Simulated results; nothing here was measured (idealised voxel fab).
process module | voxel ribs on slabs
cross-section cut | 165 nm wide | cells 5 nm
A cross-section is a grid of square cells, given in bands from the top down. A band is one or more rows of cells.
Each band's line starts with the height of the band's top and of its bottom, in nm. Then come its materials from left to right, each with its width in nm. One material with "throughout" fills the band from edge to edge. "air" is empty space.
Height 0 is the level under which the wafer as received is all one material. The lowest band goes on downwards, as in "0 down".
A width such as "30 to 40" changes by the same amount from each row of cells to the next, from the band's top row to its bottom row.
"no change" after a step means that no cell of the cross-section changed.
closed voids: empty space of 8 cells or more with no open way to the top, each as width x height at its distance from the left edge, in nm
after a step's settings: what the simulator itself notes on the step
overlay nm, on a step with a mask: how far to the right of its planned place the mask lay; to the left if negative
plan
1 op RECEIVE | material Si
2 op DIRECTIONAL_DEP | material SiO2 | thk nm 20
3 op DIRECTIONAL_DEP | material polySi | thk nm 20
4 op PATTERN | tone cover | mask id RIB | material resist | width nm 15 | thk nm 15 | overlay nm 0
5 op DIRECTIONAL_ETCH | etch materials polySi | depth nm 15
6 op STRIP | etch materials resist
7 op DIRECTIONAL_DEP | material aC | thk nm 15
8 op PATTERN | tone cover | mask id SLAB | material resist | width nm 55 | thk nm 30 | overlay nm 0
9 op DIRECTIONAL_ETCH | etch materials aC | depth nm 15
10 op STRIP | etch materials resist
11 op DIRECTIONAL_ETCH | etch materials polySi | depth nm 5
12 op STRIP | etch materials aC
13 op FILL_DEP | material SiO2 | thk nm 30
14 op CMP | height nm 60
15 op DIRECTIONAL_DEP | material W | thk nm 5
16 op DIRECTIONAL_DEP | material aC | thk nm 15
17 op PATTERN | tone cover | mask id HEATER | material resist | width nm 25 | thk nm 35 | overlay nm 0
18 op DIRECTIONAL_ETCH | etch materials aC | depth nm 15
19 op STRIP | etch materials resist
20 op DIRECTIONAL_ETCH | etch materials W | depth nm 5
21 op STRIP | etch materials aC
22 op CONFORMAL_DEP | material SiO2 | thk nm 5
varied across the wafers: thk nm of step 22. The plan shows the first wafer's value. All wafers start alike
first wafer as received, after step 1
  0 down: Si throughout
  closed voids: none
each wafer at the end: cells of each material gained (+) or lost (-) since it was received, then its closed voids
thk nm 5 | +411 SiO2 | +5 W | +20 polySi | closed voids: none
thk nm 10 | +446 SiO2 | +5 W | +20 polySi | closed voids: none
thk nm 15 | +481 SiO2 | +5 W | +20 polySi | closed voids: none
thk nm 20 | +516 SiO2 | +5 W | +20 polySi | closed voids: none
